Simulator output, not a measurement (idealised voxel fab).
Process module in this document: voxel released beams
Cross-section cut: width 295 nm, square cells of 5 nm.
We lay out every cross-section as a grid of square cells and spell it out in bands from the top down, where one band means one or more rows of cells.
The band entry comprises the height of the band's top followed by the height of its bottom, expressed in nm, and subsequently the band's materials from left to right, each stated together with its width in nm. Where a single material is marked with the word "edge to edge", that material fills the band from edge to edge. The word "blank" represents empty space.
Note: height 0 marks the level under which the wafer is uniformly one material as received. Lowest band unbounded below, written "0 down".
Think of "30..40" as a width that walks from the first number to the second as you go down the band, top row to bottom row, taking equal-sized steps from row to row.
Take "left unchanged" at face value: in the step it is given for, the cross-section changed in none of its cells.
Closed-off voids of 8+ cells (no open route to the top) go in "Closed internal voids", written width x height at distance from the left edge, in nm.
On a step's line, text after the settings is the simulator commenting on that step.
The "overlay nm" setting may appear on a step's line; for a step that uses a mask, it gives how far to the right of its planned position the mask lay, and a negative value indicates the left.
Below is the list of planned process steps
1) RECEIVE | material Si
2) CONFORMAL_DEP | material Al2O3 | thk nm 5
3) DIRECTIONAL_DEP | material SiO2 | thk nm 10
4) MASKED_ETCH | tone open | mask id ANCHOR | width nm 35 | etch materials SiO2 | depth nm 10 | overlay nm 0
5) CONFORMAL_DEP | material W | thk nm 10
6) MASKED_ETCH | tone cover | mask id BEAM | width nm 105 | etch materials W | depth nm 10 | overlay nm 0
7) STRIP | etch materials SiO2
as received, after step 1
- 0 down  Si edge to edge
- Closed internal voids: none
Module complete, cross-section. Starting point and plan per above. One mistake made in running the module
- 25 to 15  90 blank / 105 W / 100 blank
- 15 to 10  Al2O3 edge to edge
- 10 to 0  SiO2 edge to edge
- 0 down  Si edge to edge
- Closed internal voids: none
Run error: steps 2 and 3 of the plan were run in the wrong order, each in the other's place
